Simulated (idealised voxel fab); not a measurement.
Documented hereafter: the process module known as voxel self aligned contacts.
For reference, the cross-section in this document is cut, with width 260 nm and square cells of 5 nm.
Throughout this document, each cross-section is represented as a grid of square cells and is presented as a sequence of bands enumerated from the top downward, where a band comprises one or more rows of cells. The band entry comprises the height of the band's top followed by the height of its bottom, expressed in nm, and subsequently the band's materials from left to right, each stated together with its width in nm. Where a single material is marked with the word "everywhere", that material fills the band from edge to edge. The word "air" represents empty space. Note: height 0 marks the level under which the wafer is uniformly one material as received. Lowest band unbounded below, written "0 and below". Note: "30..40" means the width goes from the first number (top row of the band) to the second number (bottom row) in equal steps per row of cells. When a step is marked "no change occurred", none of the cells in the cross-section changed during that step. "Sealed cavities" enumerates empty spaces isolated from the top, with no open way to it, that contain at least 8 cells, giving each as width x height at distance from the left edge, all three in nm. That trailing text on a step's line, after the settings, is the simulator's own remark on the step. overlay nm, on a step with a mask: how far to the right of its planned place the mask lay; to the left if negative.
Process steps foreseen in the plan
1 RECEIVE [material Si]
2 CONFORMAL_DEP [material SiO2] [thk nm 5]
3 DIRECTIONAL_DEP [material polySi] [thk nm 30]
4 DIRECTIONAL_DEP [material SiN] [thk nm 20]
5 DIRECTIONAL_DEP [material aC] [thk nm 15]
6 PATTERN [tone cover] [mask id GATE] [material resist] [width nm 25] [pitch nm 55] [thk nm 35] [overlay nm 0]
7 DIRECTIONAL_ETCH [etch materials aC] [depth nm 15]
8 STRIP [etch materials resist]
9 DIRECTIONAL_ETCH [etch materials SiN] [depth nm 20]
10 DIRECTIONAL_ETCH [etch materials polySi] [depth nm 30]
11 STRIP [etch materials aC]
12 CONFORMAL_DEP [material SiN] [thk nm 5]
13 DIRECTIONAL_ETCH [etch materials SiN] [depth nm 5]
14 FILL_DEP [material SiO2] [thk nm 20]
15 CMP [height nm 65]
16 DIRECTIONAL_DEP [material aC] [thk nm 10]
17 PATTERN [tone open] [mask id CONTACT] [material resist] [width nm 30] [thk nm 25] [overlay nm 0]
18 DIRECTIONAL_ETCH [etch materials aC] [depth nm 10]
19 STRIP [etch materials resist]
20 DIRECTIONAL_ETCH [etch materials SiO2] [depth nm 65]
21 STRIP [etch materials aC]
22 CONFORMAL_DEP [material TiN] [thk nm 5]
23 FILL_DEP [material W] [thk nm 5]
24 CMP [height nm 65]
25 CONFORMAL_DEP [material SiCN] [thk nm 5]
Wafers differ in width nm at step 17; plan lists the first wafer's value; identical starting state.
Sectional view: first of several wafers, as received, after step 1
  0 and below  Si everywhere
  Sealed cavities: none
End of module, by wafer: material-by-material cell gain (+) or loss (-) since receipt, then closed voids
width nm 30, +52 SiCN, +80 SiN, +480 SiO2, +30 TiN, +26 W, +60 polySi, Sealed cavities: none
width nm 35, +52 SiCN, +80 SiN, +478 SiO2, +31 TiN, +27 W, +60 polySi, Sealed cavities: none
width nm 40, +52 SiCN, +80 SiN, +476 SiO2, +32 TiN, +28 W, +60 polySi, Sealed cavities: none
width nm 45, +52 SiCN, +80 SiN, +474 SiO2, +33 TiN, +29 W, +60 polySi, Sealed cavities: none
width nm 50, +52 SiCN, +80 SiN, +472 SiO2, +34 TiN, +30 W, +60 polySi, Sealed cavities: none
width nm 55, +52 SiCN, +80 SiN, +470 SiO2, +35 TiN, +31 W, +60 polySi, Sealed cavities: none
